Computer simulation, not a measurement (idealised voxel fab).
Process module, titled voxel gate over fins
Cross-section cut spans 255 nm and uses square cells 5 nm in size.
How to read a cross-section here: the picture is a grid of square cells, written as bands going from the top down, and any band can span one or more rows of cells.
What a band's entry tells you: where the top is and where the bottom is, as heights in nm, and after that what lies inside, material by material from left to right, each with its width in nm. Empty space is written as the word "air", and a single material marked with the word "full width" occupies the band from edge to edge.
Where do heights start? At 0: under that level the wafer as delivered is made of one material only. And the lowest band has no floor; it just carries on downward, as in "0 and below".
The notation "30..40" denotes a width that varies across the rows of cells in the band, beginning at the first number in the top row, finishing at the second number in the bottom row, and changing by an identical amount from each row to the next.
Key: "remains unaltered" - step with no changed cell in the cross-section.
The entry titled "Enclosed voids" provides the empty spaces that have no open way to the top, restricted to those of 8 cells or more. Each is presented as width x height at distance, the distance being measured from the left edge, with all three in nm.
That trailing text on a step's line, after the settings, is the simulator's own remark on the step.
The line of a step may include "overlay nm". On a step with a mask, this value is how far to the right of its planned place the mask lay. A negative value means the mask lay to the left.
-- So here's the lineup of process steps we planned
step 1: RECEIVE [material Si]
step 2: CONFORMAL_DEP [material SiN] [thk nm 5]
step 3: MASKED_ETCH [tone cover] [mask id FINS] [width nm 15] [pitch nm 55] [etch materials SiN] [depth nm 5] [overlay nm 0]
step 4: MASKED_ETCH [tone cover] [mask id FINS] [width nm 15] [pitch nm 55] [etch materials Si] [depth nm 40] [overlay nm 0]
step 5: FILL_DEP [material SiO2] [thk nm 5]
step 6: CMP [height nm 5]
step 7: PATTERN [tone open] [mask id RAIL] [material resist] [width nm 15] [thk nm 20] [overlay nm 0]
step 8: DIRECTIONAL_ETCH [etch materials SiO2] [depth nm 40]
step 9: STRIP [etch materials resist]
step 10: CONFORMAL_DEP [material TiN] [thk nm 5]
step 11: FILL_DEP [material Ru] [thk nm 5]
step 12: CMP [height nm 5]
step 13: SELECTIVE_ETCH [etch materials W Ru TiN] [depth nm 25]
step 14: FILL_DEP [material SiO2] [thk nm 5]
step 15: CMP [height nm 5]
step 16: SELECTIVE_ETCH [etch materials SiO2] [depth nm 15]
step 17: STRIP [etch materials SiN]
step 18: CONFORMAL_DEP [material HfO2] [thk nm 5]
step 19: CONFORMAL_DEP [material TiN] [thk nm 5]
step 20: CONFORMAL_DEP [material TiAl] [thk nm 5]
step 21: CONFORMAL_DEP [material TiN] [thk nm 5]
step 22: FILL_DEP [material W] [thk nm 15]
step 23: CMP [height nm 30]
step 24: CONFORMAL_DEP [material SiN] [thk nm 10]
-- First of two wafers - as planned
-- Incoming wafer in cross-section (state: after step 1)
* 0 and below  Si full width
* Enclosed voids: none
-- Take a look at the wafer's cross-section after step 2
* 5 down to 0  SiN full width
* Unchanged below 0.
-- Take a look at the wafer's cross-section after step 3
* 5 down to 0  air (35) / SiN (15) / air (40) / SiN (15) / air (40) / SiN (15) / air (40) / SiN (15) / air (40)
* Unchanged below 0.
-- Take a look at the wafer's cross-section after step 4
* 5 down to 0  air (35) / SiN (15) / air (40) / SiN (15) / air (40) / SiN (15) / air (40) / SiN (15) / air (40)
* 0 down to -40  air (35) / Si (15) / air (40) / Si (15) / air (40) / Si (15) / air (40) / Si (15) / air (40)
* Unchanged below -40.
-- Take a look at the wafer's cross-section after step 5
* 10 down to 5  SiO2 full width
* 5 down to 0  SiO2 (35) / SiN (15) / SiO2 (40) / SiN (15) / SiO2 (40) / SiN (15) / SiO2 (40) / SiN (15) / SiO2 (40)
* 0 down to -40  SiO2 (35) / Si (15) / SiO2 (40) / Si (15) / SiO2 (40) / Si (15) / SiO2 (40) / Si (15) / SiO2 (40)
* Unchanged below -40.
-- Take a look at the wafer's cross-section after step 6
* 5 down to 0  SiO2 (35) / SiN (15) / SiO2 (40) / SiN (15) / SiO2 (40) / SiN (15) / SiO2 (40) / SiN (15) / SiO2 (40)
* Unchanged below 0.
-- Take a look at the wafer's cross-section after step 7
* 25 down to 5  resist (60) / air (15) / resist (180)
* Unchanged below 5.
-- Take a look at the wafer's cross-section after step 8
* 25 down to 5  resist (60) / air (15) / resist (180)
* 5 down to 0  SiO2 (35) / SiN (15) / SiO2 (10) / air (15) / SiO2 (15) / SiN (15) / SiO2 (40) / SiN (15) / SiO2 (40) / SiN (15) / SiO2 (40)
* 0 down to -35  SiO2 (35) / Si (15) / SiO2 (10) / air (15) / SiO2 (15) / Si (15) / SiO2 (40) / Si (15) / SiO2 (40) / Si (15) / SiO2 (40)
* Unchanged below -35.
-- Take a look at the wafer's cross-section after step 9
* 5 down to 0  SiO2 (35) / SiN (15) / SiO2 (10) / air (15) / SiO2 (15) / SiN (15) / SiO2 (40) / SiN (15) / SiO2 (40) / SiN (15) / SiO2 (40)
* Unchanged below 0.
-- Take a look at the wafer's cross-section after step 10
* 10 down to 5  TiN (65) / air (5) / TiN (185)
* 5 down to 0  SiO2 (35) / SiN (15) / SiO2 (10) / TiN (5) / air (5) / TiN (5) / SiO2 (15) / SiN (15) / SiO2 (40) / SiN (15) / SiO2 (40) / SiN (15) / SiO2 (40)
* 0 down to -30  SiO2 (35) / Si (15) / SiO2 (10) / TiN (5) / air (5) / TiN (5) / SiO2 (15) / Si (15) / SiO2 (40) / Si (15) / SiO2 (40) / Si (15) / SiO2 (40)
* -30 down to -35  SiO2 (35) / Si (15) / SiO2 (10) / TiN (15) / SiO2 (15) / Si (15) / SiO2 (40) / Si (15) / SiO2 (40) / Si (15) / SiO2 (40)
* Unchanged below -35.
-- Take a look at the wafer's cross-section after step 11
* 15 down to 10  Ru full width
* 10 down to 5  TiN (65) / Ru (5) / TiN (185)
* 5 down to 0  SiO2 (35) / SiN (15) / SiO2 (10) / TiN (5) / Ru (5) / TiN (5) / SiO2 (15) / SiN (15) / SiO2 (40) / SiN (15) / SiO2 (40) / SiN (15) / SiO2 (40)
* 0 down to -30  SiO2 (35) / Si (15) / SiO2 (10) / TiN (5) / Ru (5) / TiN (5) / SiO2 (15) / Si (15) / SiO2 (40) / Si (15) / SiO2 (40) / Si (15) / SiO2 (40)
* Unchanged below -30.
-- Take a look at the wafer's cross-section after step 12
* 5 down to 0  SiO2 (35) / SiN (15) / SiO2 (10) / TiN (5) / Ru (5) / TiN (5) / SiO2 (15) / SiN (15) / SiO2 (40) / SiN (15) / SiO2 (40) / SiN (15) / SiO2 (40)
* Unchanged below 0.
-- Take a look at the wafer's cross-section after step 13
* 5 down to 0  SiO2 (35) / SiN (15) / SiO2 (10) / air (15) / SiO2 (15) / SiN (15) / SiO2 (40) / SiN (15) / SiO2 (40) / SiN (15) / SiO2 (40)
* 0 down to -20  SiO2 (35) / Si (15) / SiO2 (10) / air (15) / SiO2 (15) / Si (15) / SiO2 (40) / Si (15) / SiO2 (40) / Si (15) / SiO2 (40)
* Unchanged below -20.
-- Take a look at the wafer's cross-section after step 14
* 10 down to 5  SiO2 full width
* 5 down to 0  SiO2 (35) / SiN (15) / SiO2 (40) / SiN (15) / SiO2 (40) / SiN (15) / SiO2 (40) / SiN (15) / SiO2 (40)
* 0 down to -20  SiO2 (35) / Si (15) / SiO2 (40) / Si (15) / SiO2 (40) / Si (15) / SiO2 (40) / Si (15) / SiO2 (40)
* Unchanged below -20.
-- Take a look at the wafer's cross-section after step 15
* 5 down to 0  SiO2 (35) / SiN (15) / SiO2 (40) / SiN (15) / SiO2 (40) / SiN (15) / SiO2 (40) / SiN (15) / SiO2 (40)
* Unchanged below 0.
-- Take a look at the wafer's cross-section after step 16
* 5 down to 0  air (35) / SiN (15) / air (40) / SiN (15) / air (40) / SiN (15) / air (40) / SiN (15) / air (40)
* 0 down to -10  air (35) / Si (15) / air (40) / Si (15) / air (40) / Si (15) / air (40) / Si (15) / air (40)
* Unchanged below -10.
-- Take a look at the wafer's cross-section after step 17
* 0 down to -10  air (35) / Si (15) / air (40) / Si (15) / air (40) / Si (15) / air (40) / Si (15) / air (40)
* Unchanged below -10.
-- Take a look at the wafer's cross-section after step 18
* 5 down to 0  air (30) / HfO2 (25) / air (30) / HfO2 (25) / air (30) / HfO2 (25) / air (30) / HfO2 (25) / air (35)
* 0 down to -5  air (30) / HfO2 (5) / Si (15) / HfO2 (5) / air (30) / HfO2 (5) / Si (15) / HfO2 (5) / air (30) / HfO2 (5) / Si (15) / HfO2 (5) / air (30) / HfO2 (5) / Si (15) / HfO2 (5) / air (35)
* -5 down to -10  HfO2 (35) / Si (15) / HfO2 (40) / Si (15) / HfO2 (40) / Si (15) / HfO2 (40) / Si (15) / HfO2 (40)
* Unchanged below -10.
-- Take a look at the wafer's cross-section after step 19
* 10 down to 5  air (25) / TiN (35) / air (20) / TiN (35) / air (20) / TiN (35) / air (20) / TiN (35) / air (30)
* 5 down to 0  air (25) / TiN (5) / HfO2 (25) / TiN (5) / air (20) / TiN (5) / HfO2 (25) / TiN (5) / air (20) / TiN (5) / HfO2 (25) / TiN (5) / air (20) / TiN (5) / HfO2 (25) / TiN (5) / air (30)
* 0 down to -5  TiN (30) / HfO2 (5) / Si (15) / HfO2 (5) / TiN (30) / HfO2 (5) / Si (15) / HfO2 (5) / TiN (30) / HfO2 (5) / Si (15) / HfO2 (5) / TiN (30) / HfO2 (5) / Si (15) / HfO2 (5) / TiN (35)
* Unchanged below -5.
-- Take a look at the wafer's cross-section after step 20
* 15 down to 10  air (20) / TiAl (45) / air (10) / TiAl (45) / air (10) / TiAl (45) / air (10) / TiAl (45) / air (25)
* 10 down to 5  air (20) / TiAl (5) / TiN (35) / TiAl (5) / air (10) / TiAl (5) / TiN (35) / TiAl (5) / air (10) / TiAl (5) / TiN (35) / TiAl (5) / air (10) / TiAl (5) / TiN (35) / TiAl (5) / air (25)
* 5 down to 0  TiAl (25) / TiN (5) / HfO2 (25) / TiN (5) / TiAl (20) / TiN (5) / HfO2 (25) / TiN (5) / TiAl (20) / TiN (5) / HfO2 (25) / TiN (5) / TiAl (20) / TiN (5) / HfO2 (25) / TiN (5) / TiAl (30)
* Unchanged below 0.
-- Take a look at the wafer's cross-section after step 21
* 20 down to 15  air (15) / TiN (220) / air (20)
* 15 down to 10  air (15) / TiN (5) / TiAl (45) / TiN (10) / TiAl (45) / TiN (10) / TiAl (45) / TiN (10) / TiAl (45) / TiN (5) / air (20)
* 10 down to 5  TiN (20) / TiAl (5) / TiN (35) / TiAl (5) / TiN (10) / TiAl (5) / TiN (35) / TiAl (5) / TiN (10) / TiAl (5) / TiN (35) / TiAl (5) / TiN (10) / TiAl (5) / TiN (35) / TiAl (5) / TiN (25)
* Unchanged below 5.
-- Take a look at the wafer's cross-section after step 22
* 35 down to 20  W full width
* 20 down to 15  W (15) / TiN (220) / W (20)
* 15 down to 10  W (15) / TiN (5) / TiAl (45) / TiN (10) / TiAl (45) / TiN (10) / TiAl (45) / TiN (10) / TiAl (45) / TiN (5) / W (20)
* Unchanged below 10.
-- Take a look at the wafer's cross-section after step 23
* 30 down to 20  W full width
* Unchanged below 20.
-- Take a look at the wafer's cross-section after step 24
* 40 down to 30  SiN full width
* Unchanged below 30.
-- The remaining wafer, second of the two, started like the first and was run to the same plan, except that one mistake was made along the way; the two coincide through step 23, inclusive
-- Second wafer, cross-section, planned end of step 24
* 35 down to 30  SiN full width
* Unchanged below 30.
Misprocessing identified: step 24, actual vs plan mismatch, actual run CONFORMAL_DEP [material SiN] [thk nm 5]
Looking at both finished wafers in cells, the second ends up ahead of or behind the first on some materials: SiN -51
